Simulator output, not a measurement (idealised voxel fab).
Proc. module: voxel wiring stack
Square cell edge 5 nm, section width 290 nm, ID cut.
How to read a cross-section here: the picture is a grid of square cells, written as bands going from the top down, and any band can span one or more rows of cells.
It is stipulated that each band's entry specify, in nanometres, the height of the top of the band and then that of its bottom, followed by the materials of the band in left-to-right sequence, each together with its width in nanometres. A single material marked by the word "edge to edge" is understood to fill the band from edge to edge; the word "empty" is understood to denote empty space.
The reference from which all heights are counted is 0, the level beneath which the as-received wafer is entirely one material; the lowest band, having no lower bound, proceeds downward and is written after the example "z 0 and below".
A width such as "30 to 40" changes by the same amount from each row of cells to the next, from the band's top row to its bottom row.
A step reported as "remains unaltered" is a step in which no cell of the cross-section changed.
"Sealed-off cavities" - sealed voids, min. 8 cells, no opening to top; format: width x height at distance (distance from left edge; nm throughout).
Past the settings on a step's line: simulator remark, on that step.
overlay nm, on a step with a mask: how far to the right of its planned place the mask lay; to the left if negative
# These are the steps we planned for the process
- 1: RECEIVE, material Si
- 2: CONFORMAL_DEP, material SiO2, thk nm 15
- 3: CONFORMAL_DEP, material SiN, thk nm 5
- 4: DIRECTIONAL_DEP, material SiO2, thk nm 15
- 5: PATTERN, tone open, mask id METAL_1, material resist, width nm 20, pitch nm 50, thk nm 20, overlay nm -15
- 6: DIRECTIONAL_ETCH, etch materials SiO2, depth nm 15
- 7: DIRECTIONAL_ETCH, etch materials SiN, depth nm 5
- 8: STRIP, etch materials resist
- 9: CONFORMAL_DEP, material TiN, thk nm 5
- 10: FILL_DEP, material Cu, thk nm 5
- 11: CMP, height nm 35
- 12: CONFORMAL_DEP, material SiCN, thk nm 5
- 13: DIRECTIONAL_DEP, material SiO2, thk nm 25
- 14: DIRECTIONAL_DEP, material aC, thk nm 15
- 15: PATTERN, tone open, mask id METAL_2_HOLES, material resist, width nm 15, pitch nm 100, thk nm 35, overlay nm 0
- 16: DIRECTIONAL_ETCH, etch materials aC, depth nm 15
- 17: STRIP, etch materials resist
- 18: DIRECTIONAL_ETCH, etch materials SiO2, depth nm 25
- 19: STRIP, etch materials aC
- 20: PATTERN, tone open, mask id METAL_2, material resist, width nm 20, pitch nm 50, thk nm 15, overlay nm 0
- 21: DIRECTIONAL_ETCH, etch materials SiO2, depth nm 15
- 22: DIRECTIONAL_ETCH, etch materials SiCN, depth nm 5
- 23: STRIP, etch materials resist
- 24: CONFORMAL_DEP, material TiN, thk nm 5
- 25: FILL_DEP, material Ru, thk nm 10
- 26: CMP, height nm 65
- 27: CONFORMAL_DEP, material SiCN, thk nm 5
- 28: DIRECTIONAL_DEP, material lowk, thk nm 30
- 29: PATTERN, tone open, mask id METAL_3_HOLES, material resist, width nm 15, pitch nm 100, thk nm 20, overlay nm 0
- 30: DIRECTIONAL_ETCH, etch materials lowk, depth nm 30
- 31: STRIP, etch materials resist
- 32: MASKED_ETCH, tone open, mask id METAL_3, width nm 20, pitch nm 50, etch materials lowk, depth nm 20, overlay nm 0
- 33: MASKED_ETCH, tone open, mask id METAL_3, width nm 20, pitch nm 50, etch materials SiCN, depth nm 5, overlay nm 0
- 34: CONFORMAL_DEP, material TiN, thk nm 5
- 35: FILL_DEP, material Ru, thk nm 10
- 36: CMP, height nm 100
- 37: CONFORMAL_DEP, material SiCN, thk nm 5
- 38: DIRECTIONAL_DEP, material lowk, thk nm 10
- 39: MASKED_ETCH, tone open, mask id PLUG_3, width nm 15, pitch nm 50, etch materials lowk, depth nm 10, overlay nm 0
- 40: MASKED_ETCH, tone open, mask id PLUG_3, width nm 15, pitch nm 50, etch materials SiCN, depth nm 5, overlay nm 0
- 41: EPI, material Ru, thk nm 10
- 42: EPI, material Ru, thk nm 5
- 43: CONFORMAL_DEP, material SiN, thk nm 5
- 44: DIRECTIONAL_DEP, material lowk, thk nm 15
- 45: DIRECTIONAL_DEP, material aC, thk nm 15
- 46: PATTERN, tone open, mask id METAL_4, material resist, width nm 20, pitch nm 50, thk nm 35, overlay nm 0
- 47: DIRECTIONAL_ETCH, etch materials aC, depth nm 15
- 48: STRIP, etch materials resist
- 49: DIRECTIONAL_ETCH, etch materials lowk, depth nm 15
- 50: DIRECTIONAL_ETCH, etch materials SiN, depth nm 5
- 51: STRIP, etch materials aC
- 52: CONFORMAL_DEP, material TiN, thk nm 5
- 53: FILL_DEP, material Ru, thk nm 5
- 54: CMP, height nm 135
- 55: EPI, material Ru, thk nm 5
- 56: FILL_DEP, material SiCN, thk nm 5
The wafers are alike at the start. At step 5, their overlay nm differs. The plan lists the first wafer's value.
# As received, i.e. after step 1: cross-section through the first of several wafers
	z 0 and below | Si edge to edge
	Sealed-off cavities: none
# Gained (+) or lost (-) cells of each material since receipt, then closed voids: one row per wafer, at the end of the module
overlay nm -15; +18 Cu; +105 Ru; +251 SiCN; +92 SiN; +554 SiO2; +138 TiN; +524 lowk; Sealed-off cavities: none
overlay nm -10; +18 Cu; +105 Ru; +251 SiCN; +92 SiN; +554 SiO2; +138 TiN; +524 lowk; Sealed-off cavities: none
overlay nm -5; +18 Cu; +105 Ru; +251 SiCN; +92 SiN; +554 SiO2; +138 TiN; +524 lowk; Sealed-off cavities: none
overlay nm 0; +18 Cu; +105 Ru; +251 SiCN; +92 SiN; +554 SiO2; +138 TiN; +524 lowk; Sealed-off cavities: none
overlay nm 5; +18 Cu; +105 Ru; +251 SiCN; +92 SiN; +554 SiO2; +138 TiN; +524 lowk; Sealed-off cavities: none
overlay nm 10; +18 Cu; +105 Ru; +251 SiCN; +92 SiN; +554 SiO2; +138 TiN; +524 lowk; Sealed-off cavities: none
overlay nm 15; +18 Cu; +105 Ru; +251 SiCN; +92 SiN; +554 SiO2; +138 TiN; +524 lowk; Sealed-off cavities: none
